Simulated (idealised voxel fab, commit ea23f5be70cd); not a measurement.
Module name: voxel self aligned contacts (process module)
In the cross-section labelled cut, the width is 235 nm and each square cell is 5 nm.
When this document writes out a cross-section, it uses a grid of square cells and lists it as bands, beginning at the top and moving down, with a band standing for one or more rows of cells.
What a band's entry tells you: where the top is and where the bottom is, as heights in nm, and after that what lies inside, material by material from left to right, each with its width in nm. Empty space is written as the word "air", and a single material marked with the word "everywhere" occupies the band from edge to edge.
Note: height 0 marks the level under which the wafer is uniformly one material as received. Lowest band unbounded below, written "0 -> down".
Graded width ("30..40"): value in top row of band = first number; value in bottom row = second number; row-to-row change constant.
Take "nothing different" at face value: in the step it is given for, the cross-section changed in none of its cells.
What "Closed internal voids" gives you is every empty space of 8 cells or more that is cut off from the top. Each appears as width x height at distance, with the distance taken from the left edge and width, height and distance all in nm.
Anything after a step's settings on that line? It's the simulator's own note about the step.
The optional step-line setting "overlay nm" applies to steps with a mask and quantifies how far to the right of its planned location the mask lay, a negative value indicating leftward placement.

THE STEPS PLANNED FOR THE PROCESS ARE AS FOLLOWS
| 1 | RECEIVE: material Si |
| 2 | OXIDIZE: depth nm 5 |
| 3 | DIRECTIONAL_DEP: material polySi, thk nm 20 |
| 4 | DIRECTIONAL_DEP: material SiN, thk nm 20 |
| 5 | MASKED_ETCH: tone cover, mask id GATE, width nm 30, pitch nm 70, etch materials SiN, depth nm 20, overlay nm 0 |
| 6 | MASKED_ETCH: tone cover, mask id GATE, width nm 30, pitch nm 70, etch materials polySi, depth nm 20, overlay nm 0 |
| 7 | CONFORMAL_DEP: material SiN, thk nm 10 |
| 8 | DIRECTIONAL_ETCH: etch materials SiN, depth nm 10 |
| 9 | FILL_DEP: material SiO2, thk nm 10 |
| 10 | CMP: height nm 45 |
| 11 | DIRECTIONAL_DEP: material aC, thk nm 10 |
| 12 | PATTERN: tone open, mask id CONTACT, material resist, width nm 50, thk nm 30, overlay nm 0 |
| 13 | DIRECTIONAL_ETCH: etch materials aC, depth nm 10 |
| 14 | STRIP: etch materials resist |
| 15 | DIRECTIONAL_ETCH: etch materials SiO2, depth nm 50 |
| 16 | STRIP: etch materials aC |
| 17 | CONFORMAL_DEP: material TiN, thk nm 5 |
| 18 | FILL_DEP: material Ru, thk nm 10 |
| 19 | CMP: height nm 45 |
| 20 | CONFORMAL_DEP: material SiN, thk nm 5 |

THE CROSS-SECTION HERE SHOWS THE WAFER AS RECEIVED, I.E. IN ITS STATE AFTER STEP 1
	0 -> down: Si everywhere
	Closed internal voids: none

THE MODULE WAS RUN FROM THE START SHOWN ABOVE USING THE PLAN SHOWN ABOVE, BUT ONE MISTAKE WAS MADE DOING IT; THE RESULTING WAFER CROSS-SECTION IS BELOW
	50 -> 45: SiN everywhere
	45 -> 40: 90 nm SiO2 | 20 nm TiN | 10 nm Ru | 20 nm TiN | 95 nm SiO2
	40 -> 20: 55 nm SiO2 | 50 nm SiN | 5 nm TiN | 10 nm Ru | 5 nm TiN | 50 nm SiN | 60 nm SiO2
	20 -> 10: 55 nm SiO2 | 10 nm SiN | 30 nm polySi | 10 nm SiN | 5 nm TiN | 10 nm Ru | 5 nm TiN | 10 nm SiN | 30 nm polySi | 10 nm SiN | 60 nm SiO2
	10 -> 5: 55 nm SiO2 | 10 nm SiN | 30 nm polySi | 10 nm SiN | 20 nm TiN | 10 nm SiN | 30 nm polySi | 10 nm SiN | 60 nm SiO2
	5 -> 0: polySi everywhere
	0 -> -5: SiO2 everywhere
	-5 -> down: Si everywhere
	Closed internal voids: none
Misprocessing identified: contrary to plan, step 6 was performed as MASKED_ETCH: tone cover, mask id GATE, width nm 30, pitch nm 70, etch materials polySi, depth nm 15, overlay nm 0
